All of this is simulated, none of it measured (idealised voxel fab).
Documented hereafter: the process module known as voxel capacitor over wiring.
For reference, the cross-section in this document is cut, with width 300 nm and square cells of 5 nm.
In what follows, cross-sections appear as grids of square cells, described through bands that run from the top down, where every band is one or more rows of cells. It is stipulated that each band's entry specify, in nanometres, the height of the top of the band and then that of its bottom, followed by the materials of the band in left-to-right sequence, each together with its width in nanometres. A single material marked by the word "full width" is understood to fill the band from edge to edge; the word "empty" is understood to denote empty space. Note: height 0 marks the level under which the wafer is uniformly one material as received. Lowest band unbounded below, written "top 0, no bottom". Width spec "30->40" -> top row of cells at first value, bottom row at second value, equal per-row change in between. What does "no alteration" mean for a step? It means no cell of the cross-section changed in that step. This entry, "Enclosed void entries", enumerates those empty regions of no fewer than 8 cells that possess no open connection to the top. Each region is reported in the form width x height at distance, the distance being taken from the left edge, with all three quantities expressed in nm. That trailing text on a step's line, after the settings, is the simulator's own remark on the step. overlay nm, on a step with a mask: how far to the right of its planned place the mask lay; to the left if negative.

-- The process steps that were planned are listed below
1) RECEIVE [material Si]
2) CONFORMAL_DEP [material SiO2] [thk nm 15]
3) DIRECTIONAL_DEP [material TiN] [thk nm 5]
4) DIRECTIONAL_DEP [material W] [thk nm 20]
5) MASKED_ETCH [tone cover] [mask id METAL_1] [width nm 20] [pitch nm 85] [etch materials W] [depth nm 20] [overlay nm 0]
6) MASKED_ETCH [tone cover] [mask id METAL_1] [width nm 20] [pitch nm 85] [etch materials TiN] [depth nm 5] [overlay nm 0]
7) CONFORMAL_DEP [material SiCN] [thk nm 5]
8) FILL_DEP [material lowk] [thk nm 5]
9) CMP [height nm 40]
10) CONFORMAL_DEP [material SiCN] [thk nm 5]
11) DIRECTIONAL_DEP [material SiO2] [thk nm 20]
12) PATTERN [tone open] [mask id PLUG_1] [material resist] [width nm 15] [thk nm 20] [overlay nm 0]
13) DIRECTIONAL_ETCH [etch materials SiO2] [depth nm 20]
14) DIRECTIONAL_ETCH [etch materials SiCN] [depth nm 5]
15) STRIP [etch materials resist]
16) CONFORMAL_DEP [material TiN] [thk nm 5]
17) FILL_DEP [material Cu] [thk nm 10]
18) CMP [height nm 65]
19) DIRECTIONAL_DEP [material TiN] [thk nm 10]
20) DIRECTIONAL_DEP [material HfO2] [thk nm 5]
21) DIRECTIONAL_DEP [material TiN] [thk nm 10]
22) DIRECTIONAL_DEP [material aC] [thk nm 15]
23) PATTERN [tone cover] [mask id UPPER_PLATE] [material resist] [width nm 70] [thk nm 30] [overlay nm 0]
24) DIRECTIONAL_ETCH [etch materials aC] [depth nm 15]
25) STRIP [etch materials resist]
26) DIRECTIONAL_ETCH [etch materials TiN] [depth nm 10]
27) DIRECTIONAL_ETCH [etch materials HfO2] [depth nm 5]
28) STRIP [etch materials aC]
29) MASKED_ETCH [tone cover] [mask id LOWER_PLATE] [width nm 80] [etch materials TiN] [depth nm 10] [overlay nm 0]
30) FILL_DEP [material SiO2] [thk nm 15]
31) CMP [height nm 100]
32) PATTERN [tone open] [mask id PLUG_2] [material resist] [width nm 15] [thk nm 20] [overlay nm 0]
33) DIRECTIONAL_ETCH [etch materials SiO2] [depth nm 10]
34) STRIP [etch materials resist]
35) CONFORMAL_DEP [material TiN] [thk nm 5]
36) FILL_DEP [material W] [thk nm 5]
37) CMP [height nm 100]
38) CONFORMAL_DEP [material SiCN] [thk nm 5]

-- What follows covers the first of two wafers; it ran as planned

-- Cross-sectional view of the wafer in its as-received condition, corresponding to the state after step 1
top 0, no bottom | Si full width
Enclosed void entries: none

-- Step 2 complete: cross-section through the wafer
top 15, bottom 0 | SiO2 full width
Whatever lies below 0 is exactly as it was before.

-- Step 3 complete: cross-section through the wafer
top 20, bottom 15 | TiN full width
Whatever lies below 15 is exactly as it was before.

-- Step 4 complete: cross-section through the wafer
top 40, bottom 20 | W full width
Whatever lies below 20 is exactly as it was before.

-- Step 5 complete: cross-section through the wafer
top 40, bottom 20 | 95 of empty / 20 of W / 65 of empty / 20 of W / 100 of empty
Whatever lies below 20 is exactly as it was before.

-- Step 6 complete: cross-section through the wafer
top 40, bottom 20 | 95 of empty / 20 of W / 65 of empty / 20 of W / 100 of empty
top 20, bottom 15 | 95 of empty / 20 of TiN / 65 of empty / 20 of TiN / 100 of empty
Whatever lies below 15 is exactly as it was before.

-- Step 7 complete: cross-section through the wafer
top 45, bottom 40 | 90 of empty / 30 of SiCN / 55 of empty / 30 of SiCN / 95 of empty
top 40, bottom 20 | 90 of empty / 5 of SiCN / 20 of W / 5 of SiCN / 55 of empty / 5 of SiCN / 20 of W / 5 of SiCN / 95 of empty
top 20, bottom 15 | 95 of SiCN / 20 of TiN / 65 of SiCN / 20 of TiN / 100 of SiCN
Whatever lies below 15 is exactly as it was before.

-- Step 8 complete: cross-section through the wafer
top 50, bottom 45 | lowk full width
top 45, bottom 40 | 90 of lowk / 30 of SiCN / 55 of lowk / 30 of SiCN / 95 of lowk
top 40, bottom 20 | 90 of lowk / 5 of SiCN / 20 of W / 5 of SiCN / 55 of lowk / 5 of SiCN / 20 of W / 5 of SiCN / 95 of lowk
Whatever lies below 20 is exactly as it was before.

-- Step 9 complete: cross-section through the wafer
top 40, bottom 20 | 90 of lowk / 5 of SiCN / 20 of W / 5 of SiCN / 55 of lowk / 5 of SiCN / 20 of W / 5 of SiCN / 95 of lowk
Whatever lies below 20 is exactly as it was before.

-- Step 10 complete: cross-section through the wafer
top 45, bottom 40 | SiCN full width
Whatever lies below 40 is exactly as it was before.

-- Step 11 complete: cross-section through the wafer
top 65, bottom 45 | SiO2 full width
Whatever lies below 45 is exactly as it was before.

-- Step 12 complete: cross-section through the wafer
top 85, bottom 65 | 100 of resist / 15 of empty / 185 of resist
Whatever lies below 65 is exactly as it was before.

-- Step 13 complete: cross-section through the wafer
top 85, bottom 65 | 100 of resist / 15 of empty / 185 of resist
top 65, bottom 45 | 100 of SiO2 / 15 of empty / 185 of SiO2
Whatever lies below 45 is exactly as it was before.

-- Step 14 complete: cross-section through the wafer
top 85, bottom 65 | 100 of resist / 15 of empty / 185 of resist
top 65, bottom 45 | 100 of SiO2 / 15 of empty / 185 of SiO2
top 45, bottom 40 | 100 of SiCN / 15 of empty / 185 of SiCN
Whatever lies below 40 is exactly as it was before.

-- Step 15 complete: cross-section through the wafer
top 65, bottom 45 | 100 of SiO2 / 15 of empty / 185 of SiO2
Whatever lies below 45 is exactly as it was before.

-- Step 16 complete: cross-section through the wafer
top 70, bottom 65 | 105 of TiN / 5 of empty / 190 of TiN
top 65, bottom 45 | 100 of SiO2 / 5 of TiN / 5 of empty / 5 of TiN / 185 of SiO2
top 45, bottom 40 | 100 of SiCN / 15 of TiN / 185 of SiCN
Whatever lies below 40 is exactly as it was before.

-- Step 17 complete: cross-section through the wafer
top 80, bottom 70 | Cu full width
top 70, bottom 65 | 105 of TiN / 5 of Cu / 190 of TiN
top 65, bottom 45 | 100 of SiO2 / 5 of TiN / 5 of Cu / 5 of TiN / 185 of SiO2
Whatever lies below 45 is exactly as it was before.

-- Step 18 complete: cross-section through the wafer
top 65, bottom 45 | 100 of SiO2 / 5 of TiN / 5 of Cu / 5 of TiN / 185 of SiO2
Whatever lies below 45 is exactly as it was before.

-- Step 19 complete: cross-section through the wafer
top 75, bottom 65 | TiN full width
Whatever lies below 65 is exactly as it was before.

-- Step 20 complete: cross-section through the wafer
top 80, bottom 75 | HfO2 full width
Whatever lies below 75 is exactly as it was before.

-- Step 21 complete: cross-section through the wafer
top 90, bottom 80 | TiN full width
Whatever lies below 80 is exactly as it was before.

-- Step 22 complete: cross-section through the wafer
top 105, bottom 90 | aC full width
Whatever lies below 90 is exactly as it was before.

-- Step 23 complete: cross-section through the wafer
top 135, bottom 105 | 100 of empty / 70 of resist / 130 of empty
Whatever lies below 105 is exactly as it was before.

-- Step 24 complete: cross-section through the wafer
top 120, bottom 105 | 100 of empty / 70 of resist / 130 of empty
top 105, bottom 90 | 100 of empty / 70 of aC / 130 of empty
Whatever lies below 90 is exactly as it was before.

-- Step 25 complete: cross-section through the wafer
top 105, bottom 90 | 100 of empty / 70 of aC / 130 of empty
Whatever lies below 90 is exactly as it was before.

-- Step 26 complete: cross-section through the wafer
top 105, bottom 90 | 100 of empty / 70 of aC / 130 of empty
top 90, bottom 80 | 100 of empty / 70 of TiN / 130 of empty
Whatever lies below 80 is exactly as it was before.

-- Step 27 complete: cross-section through the wafer
top 105, bottom 90 | 100 of empty / 70 of aC / 130 of empty
top 90, bottom 80 | 100 of empty / 70 of TiN / 130 of empty
top 80, bottom 75 | 100 of empty / 70 of HfO2 / 130 of empty
Whatever lies below 75 is exactly as it was before.

-- Step 28 complete: cross-section through the wafer
top 90, bottom 80 | 100 of empty / 70 of TiN / 130 of empty
Whatever lies below 80 is exactly as it was before.

-- Step 29 complete: cross-section through the wafer
top 90, bottom 80 | 100 of empty / 70 of TiN / 130 of empty
top 80, bottom 75 | 100 of empty / 70 of HfO2 / 130 of empty
top 75, bottom 65 | 95 of empty / 80 of TiN / 125 of empty
Whatever lies below 65 is exactly as it was before.

-- Step 30 complete: cross-section through the wafer
top 105, bottom 90 | SiO2 full width
top 90, bottom 80 | 100 of SiO2 / 70 of TiN / 130 of SiO2
top 80, bottom 75 | 100 of SiO2 / 70 of HfO2 / 130 of SiO2
top 75, bottom 65 | 95 of SiO2 / 80 of TiN / 125 of SiO2
Whatever lies below 65 is exactly as it was before.

-- Step 31 complete: cross-section through the wafer
top 100, bottom 90 | SiO2 full width
Whatever lies below 90 is exactly as it was before.

-- Step 32 complete: cross-section through the wafer
top 120, bottom 100 | 110 of resist / 15 of empty / 175 of resist
Whatever lies below 100 is exactly as it was before.

-- Step 33 complete: cross-section through the wafer
top 120, bottom 100 | 110 of resist / 15 of empty / 175 of resist
top 100, bottom 90 | 110 of SiO2 / 15 of empty / 175 of SiO2
Whatever lies below 90 is exactly as it was before.

-- Step 34 complete: cross-section through the wafer
top 100, bottom 90 | 110 of SiO2 / 15 of empty / 175 of SiO2
Whatever lies below 90 is exactly as it was before.

-- Step 35 complete: cross-section through the wafer
top 105, bottom 100 | 115 of TiN / 5 of empty / 180 of TiN
top 100, bottom 95 | 110 of SiO2 / 5 of TiN / 5 of empty / 5 of TiN / 175 of SiO2
top 95, bottom 90 | 110 of SiO2 / 15 of TiN / 175 of SiO2
Whatever lies below 90 is exactly as it was before.

-- Step 36 complete: cross-section through the wafer
top 110, bottom 105 | W full width
top 105, bottom 100 | 115 of TiN / 5 of W / 180 of TiN
top 100, bottom 95 | 110 of SiO2 / 5 of TiN / 5 of W / 5 of TiN / 175 of SiO2
Whatever lies below 95 is exactly as it was before.

-- Step 37 complete: cross-section through the wafer
top 100, bottom 95 | 110 of SiO2 / 5 of TiN / 5 of W / 5 of TiN / 175 of SiO2
Whatever lies below 95 is exactly as it was before.

-- Step 38 complete: cross-section through the wafer
top 105, bottom 100 | SiCN full width
Whatever lies below 100 is exactly as it was before.

-- Regarding the second of the two wafers: it shared the first wafer's starting condition and process plan, yet one error occurred during its execution. Its history coincides with that of the first wafer up to and including step 17

Second wafer, section view, time point: scheduled end of step 18: no alteration

-- Second wafer, section view, time point: scheduled end of step 19
top 90, bottom 80 | TiN full width
Whatever lies below 80 is exactly as it was before.

-- Second wafer, section view, time point: scheduled end of step 20
top 95, bottom 90 | HfO2 full width
Whatever lies below 90 is exactly as it was before.

-- Second wafer, section view, time point: scheduled end of step 21
top 105, bottom 95 | TiN full width
Whatever lies below 95 is exactly as it was before.

-- Second wafer, section view, time point: scheduled end of step 22
top 120, bottom 105 | aC full width
Whatever lies below 105 is exactly as it was before.

-- Second wafer, section view, time point: scheduled end of step 23
top 150, bottom 120 | 100 of empty / 70 of resist / 130 of empty
Whatever lies below 120 is exactly as it was before.

-- Second wafer, section view, time point: scheduled end of step 24
top 135, bottom 120 | 100 of empty / 70 of resist / 130 of empty
top 120, bottom 105 | 100 of empty / 70 of aC / 130 of empty
Whatever lies below 105 is exactly as it was before.

-- Second wafer, section view, time point: scheduled end of step 25
top 120, bottom 105 | 100 of empty / 70 of aC / 130 of empty
Whatever lies below 105 is exactly as it was before.

-- Second wafer, section view, time point: scheduled end of step 26
top 120, bottom 105 | 100 of empty / 70 of aC / 130 of empty
top 105, bottom 95 | 100 of empty / 70 of TiN / 130 of empty
Whatever lies below 95 is exactly as it was before.

-- Second wafer, section view, time point: scheduled end of step 27
top 120, bottom 105 | 100 of empty / 70 of aC / 130 of empty
top 105, bottom 95 | 100 of empty / 70 of TiN / 130 of empty
top 95, bottom 90 | 100 of empty / 70 of HfO2 / 130 of empty
Whatever lies below 90 is exactly as it was before.

-- Second wafer, section view, time point: scheduled end of step 28
top 105, bottom 95 | 100 of empty / 70 of TiN / 130 of empty
Whatever lies below 95 is exactly as it was before.

-- Second wafer, section view, time point: scheduled end of step 29
top 105, bottom 95 | 100 of empty / 70 of TiN / 130 of empty
top 95, bottom 90 | 100 of empty / 70 of HfO2 / 130 of empty
top 90, bottom 80 | 95 of empty / 80 of TiN / 125 of empty
Whatever lies below 80 is exactly as it was before.

-- Second wafer, section view, time point: scheduled end of step 30
top 120, bottom 105 | SiO2 full width
top 105, bottom 95 | 100 of SiO2 / 70 of TiN / 130 of SiO2
top 95, bottom 90 | 100 of SiO2 / 70 of HfO2 / 130 of SiO2
top 90, bottom 80 | 95 of SiO2 / 80 of TiN / 125 of SiO2
Whatever lies below 80 is exactly as it was before.

-- Second wafer, section view, time point: scheduled end of step 31
top 100, bottom 95 | 100 of SiO2 / 70 of TiN / 130 of SiO2
Whatever lies below 95 is exactly as it was before.

-- Second wafer, section view, time point: scheduled end of step 32
top 120, bottom 100 | 110 of resist / 15 of empty / 175 of resist
Whatever lies below 100 is exactly as it was before.

Second wafer, section view, time point: scheduled end of step 33: no alteration

-- Second wafer, section view, time point: scheduled end of step 34
top 100, bottom 95 | 100 of SiO2 / 70 of TiN / 130 of SiO2
Whatever lies below 95 is exactly as it was before.

-- Second wafer, section view, time point: scheduled end of step 35
top 105, bottom 100 | TiN full width
Whatever lies below 100 is exactly as it was before.

-- Second wafer, section view, time point: scheduled end of step 36
top 110, bottom 105 | W full width
Whatever lies below 105 is exactly as it was before.

-- Second wafer, section view, time point: scheduled end of step 37
top 100, bottom 95 | 100 of SiO2 / 70 of TiN / 130 of SiO2
Whatever lies below 95 is exactly as it was before.

-- Second wafer, section view, time point: scheduled end of step 38
top 105, bottom 100 | SiCN full width
Whatever lies below 100 is exactly as it was before.
Diagnosis: the run left out plan step 18 entirely, so it was never executed
End of process, cell counts, second wafer against first, materials with more or fewer: Cu +121, SiO2 -160, TiN +40, W -1
